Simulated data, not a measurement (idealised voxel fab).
The document below concerns the process module designated voxel self aligned contacts.
Shown is cross-section cut, with a width of 280 nm and square cells of size 5 nm.
Cross-section spec: square-cell grid; bands listed top down; each band is one or more rows.
Top, bottom (nm), then materials left to right with widths (nm); lone material tagged "edge to edge" fills the whole band edge to edge; "blank" = empty space.
A quick word on heights: they are counted from 0, and under that level the wafer as it came to us is one material throughout. The lowest band is different from the rest in having no bottom; it simply continues downward, written as in "0 -> down".
The two numbers in a width such as "30..40" mark its ends across the band: the first belongs to the top row of cells, the second to the bottom row, and from each row to the next the width moves by the same amount.
Step note "nothing different" = no cross-section cell changed.
"Sealed void listing" - sealed voids, min. 8 cells, no opening to top; format: width x height at distance (distance from left edge; nm throughout).
Whatever follows a step's settings on its line is a remark the simulator itself makes about that step.
Each step line may optionally specify "overlay nm", which for a step with a mask gives the rightward distance between the mask's planned place and where it lay, a negative value indicating the leftward direction.

-- The process steps that were planned are listed below
1) RECEIVE: material Si
2) CONFORMAL_DEP: material SiO2, thk nm 5
3) DIRECTIONAL_DEP: material polySi, thk nm 20
4) DIRECTIONAL_DEP: material SiN, thk nm 15
5) PATTERN: tone cover, mask id GATE, material resist, width nm 25, pitch nm 50, thk nm 20, overlay nm 0
6) DIRECTIONAL_ETCH: etch materials SiN, depth nm 15
7) DIRECTIONAL_ETCH: etch materials polySi, depth nm 20
8) STRIP: etch materials resist
9) CONFORMAL_DEP: material SiN, thk nm 5
10) DIRECTIONAL_ETCH: etch materials SiN, depth nm 5
11) FILL_DEP: material SiO2, thk nm 15
12) CMP: height nm 45
13) MASKED_ETCH: tone open, mask id CONTACT, width nm 35, etch materials SiO2, depth nm 45, overlay nm 0
14) CONFORMAL_DEP: material TiN, thk nm 5
15) FILL_DEP: material W, thk nm 10
16) CMP: height nm 45
17) CONFORMAL_DEP: material SiCN, thk nm 5

-- as received, after step 1
  0 -> down = Si edge to edge
  Sealed void listing: none

-- End-of-module cross-section of the first of two wafers, processed as planned
  50 -> 45 = SiCN edge to edge
  45 -> 40 = SiO2 120 nm | TiN 15 nm | W 5 nm | TiN 15 nm | SiO2 125 nm
  40 -> 25 = SiO2 95 nm | SiN 35 nm | TiN 5 nm | W 5 nm | TiN 5 nm | SiN 35 nm | SiO2 100 nm
  25 -> 5 = SiO2 95 nm | SiN 5 nm | polySi 25 nm | SiN 5 nm | TiN 5 nm | W 5 nm | TiN 5 nm | SiN 5 nm | polySi 25 nm | SiN 5 nm | SiO2 100 nm
  5 -> 0 = SiO2 130 nm | TiN 15 nm | SiO2 135 nm
  0 -> down = Si edge to edge
  Sealed void listing: none

-- Wafer two cross-section, module end. Start and plan unchanged from wafer one; one mistake made during the run
  50 -> 45 = SiCN edge to edge
  45 -> 40 = SiO2 120 nm | TiN 5 nm | W 5 nm | TiN 25 nm | SiO2 125 nm
  40 -> 25 = SiO2 85 nm | SiN 35 nm | TiN 5 nm | W 5 nm | TiN 5 nm | SiN 35 nm | SiO2 110 nm
  25 -> 5 = SiO2 85 nm | SiN 5 nm | polySi 25 nm | SiN 5 nm | TiN 5 nm | W 5 nm | TiN 5 nm | SiN 5 nm | polySi 25 nm | SiN 5 nm | SiO2 110 nm
  5 -> 0 = SiO2 120 nm | TiN 15 nm | SiO2 145 nm
  0 -> down = Si edge to edge
  Sealed void listing: none
Which mistake was made when the wafer was run? contrary to plan, step 5 was performed as PATTERN: tone cover, mask id GATE, material resist, width nm 25, pitch nm 50, thk nm 20, overlay nm -10
Same inventory, different map: at the end, the second wafer holds as many cells of each material as the first, placed elsewhere.
